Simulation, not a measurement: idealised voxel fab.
process module | voxel self aligned contacts
cross-section cut | 285 nm wide | cells 5 nm
A cross-section is a grid of square cells, given in bands from the top down. A band is one or more rows of cells.
Each band's line starts with the height of the band's top and of its bottom, in nm. Then come its materials from left to right, each with its width in nm. One material with "throughout" fills the band from edge to edge. "air" is empty space.
Height 0 is the level under which the wafer as received is all one material. The lowest band goes on downwards, as in "0 down".
A width such as "30 to 40" changes by the same amount from each row of cells to the next, from the band's top row to its bottom row.
"no change" after a step means that no cell of the cross-section changed.
closed voids: empty space of 8 cells or more with no open way to the top, each as width x height at its distance from the left edge, in nm
after a step's settings: what the simulator itself notes on the step
overlay nm, on a step with a mask: how far to the right of its planned place the mask lay; to the left if negative
plan
1 op RECEIVE | material Si
2 op OXIDIZE | depth nm 5
3 op DIRECTIONAL_DEP | material polySi | thk nm 20
4 op DIRECTIONAL_DEP | material SiN | thk nm 20
5 op MASKED_ETCH | tone cover | mask id GATE | width nm 30 | pitch nm 60 | etch materials SiN | depth nm 20 | overlay nm 0
6 op MASKED_ETCH | tone cover | mask id GATE | width nm 30 | pitch nm 60 | etch materials polySi | depth nm 20 | overlay nm 0
7 op CONFORMAL_DEP | material SiN | thk nm 5
8 op DIRECTIONAL_ETCH | etch materials SiN | depth nm 5
9 op FILL_DEP | material SiO2 | thk nm 15
10 op CMP | height nm 45
11 op MASKED_ETCH | tone open | mask id CONTACT | width nm 40 | etch materials SiO2 | depth nm 50 | overlay nm 0
12 op CONFORMAL_DEP | material TiN | thk nm 5
13 op FILL_DEP | material W | thk nm 10
14 op CMP | height nm 45
15 op CONFORMAL_DEP | material SiN | thk nm 5
as received, after step 1
  0 down: Si throughout
  closed voids: none
first wafer at the end, as planned
  50 to 45: SiN throughout
  45 to 40: SiO2 120 | TiN 15 | W 10 | TiN 15 | SiO2 125
  40 to 20: SiO2 90 | SiN 40 | TiN 5 | W 10 | TiN 5 | SiN 40 | SiO2 95
  20 to 0: SiO2 90 | SiN 5 | polySi 30 | SiN 5 | TiN 5 | W 10 | TiN 5 | SiN 5 | polySi 30 | SiN 5 | SiO2 95
  0 to -5: SiO2 130 | TiN 20 | SiO2 135
  -5 down: Si throughout
  closed voids: none
second wafer at the end: like start, like plan, one mistake
  50 to 45: SiN throughout
  45 to 40: SiO2 120 | TiN 15 | W 10 | TiN 15 | SiO2 125
  40 to 25: SiO2 90 | SiN 5 | polySi 30 | SiN 5 | TiN 5 | W 10 | TiN 5 | SiN 5 | polySi 30 | SiN 5 | SiO2 95
  25 to 20: SiO2 90 | SiN 5 | polySi 30 | SiN 5 | TiN 20 | SiN 5 | polySi 30 | SiN 5 | SiO2 95
  20 to 0: SiN throughout
  0 to -5: SiO2 throughout
  -5 down: Si throughout
  closed voids: none
what went wrong: steps 3 and 4 were swapped
at the end the second wafer has, in cells: 164 more of SiN | 144 fewer of SiO2 | 10 fewer of TiN | 10 fewer of W
